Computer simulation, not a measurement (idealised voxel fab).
process module | voxel wiring stack
cross-section cut | 270 nm wide | cells 5 nm
A cross-section is a grid of square cells, given in bands from the top down. A band is one or more rows of cells.
Each band's line starts with the height of the band's top and of its bottom, in nm. Then come its materials from left to right, each with its width in nm. One material with "throughout" fills the band from edge to edge. "air" is empty space.
Height 0 is the level under which the wafer as received is all one material. The lowest band goes on downwards, as in "0 down".
A width such as "30 to 40" changes by the same amount from each row of cells to the next, from the band's top row to its bottom row.
"no change" after a step means that no cell of the cross-section changed.
closed voids: empty space of 8 cells or more with no open way to the top, each as width x height at its distance from the left edge, in nm
after a step's settings: what the simulator itself notes on the step
overlay nm, on a step with a mask: how far to the right of its planned place the mask lay; to the left if negative
plan
1 op RECEIVE | material Si
2 op CONFORMAL_DEP | material SiO2 | thk nm 10
3 op DIRECTIONAL_DEP | material TiN | thk nm 5
4 op DIRECTIONAL_DEP | material W | thk nm 25
5 op DIRECTIONAL_DEP | material aC | thk nm 15
6 op PATTERN | tone cover | mask id METAL_1 | material resist | width nm 25 | pitch nm 45 | thk nm 30 | overlay nm 0
7 op DIRECTIONAL_ETCH | etch materials aC | depth nm 15
8 op STRIP | etch materials resist
9 op DIRECTIONAL_ETCH | etch materials W | depth nm 25
10 op DIRECTIONAL_ETCH | etch materials TiN | depth nm 5
11 op STRIP | etch materials aC
12 op FILL_DEP | material lowk | thk nm 10
13 op CMP | height nm 40
14 op CONFORMAL_DEP | material SiCN | thk nm 5
15 op DIRECTIONAL_DEP | material SiO2 | thk nm 10
16 op DIRECTIONAL_DEP | material aC | thk nm 10
17 op PATTERN | tone open | mask id PLUG_1 | material resist | width nm 15 | thk nm 25 | overlay nm 0
18 op DIRECTIONAL_ETCH | etch materials aC | depth nm 10
19 op STRIP | etch materials resist
20 op DIRECTIONAL_ETCH | etch materials SiO2 | depth nm 10
21 op DIRECTIONAL_ETCH | etch materials SiCN | depth nm 5
22 op STRIP | etch materials aC
23 op EPI | material Ru | thk nm 10
24 op EPI | material Ru | thk nm 5
25 op CONFORMAL_DEP | material SiN | thk nm 5
26 op DIRECTIONAL_DEP | material lowk | thk nm 25
27 op DIRECTIONAL_DEP | material aC | thk nm 15
28 op PATTERN | tone open | mask id METAL_2 | material resist | width nm 25 | pitch nm 45 | thk nm 30 | overlay nm 0
29 op DIRECTIONAL_ETCH | etch materials aC | depth nm 15
30 op STRIP | etch materials resist
31 op DIRECTIONAL_ETCH | etch materials lowk | depth nm 25
32 op DIRECTIONAL_ETCH | etch materials SiN | depth nm 5
33 op STRIP | etch materials aC
34 op CONFORMAL_DEP | material TiN | thk nm 5
35 op FILL_DEP | material Ru | thk nm 5
36 op CMP | height nm 85
37 op CONFORMAL_DEP | material SiN | thk nm 5
as received, after step 1
  0 down: Si throughout
  closed voids: none
a wafer at the end: this start, this plan, one mistake
  90 to 85: SiN throughout
  85 to 60: lowk 100 | TiN 5 | Ru 15 | TiN 5 | lowk 20 | TiN 5 | Ru 15 | TiN 5 | lowk 100
  60 to 55: SiN 100 | TiN 25 | SiN 20 | TiN 25 | SiN 100
  55 to 45: SiO2 100 | SiN 5 | TiN 5 | SiN 5 | SiO2 155
  45 to 40: SiCN 100 | SiN 5 | TiN 5 | SiN 5 | SiCN 155
  40 to 15: W 100 | lowk 25 | W 20 | lowk 25 | W 100
  15 to 10: TiN 100 | lowk 25 | TiN 20 | lowk 25 | TiN 100
  10 to 0: SiO2 throughout
  0 down: Si throughout
  closed voids: none
what went wrong: step 6 ran as: op PATTERN | tone open | mask id METAL_1 | material resist | width nm 25 | pitch nm 45 | thk nm 30 | overlay nm 0
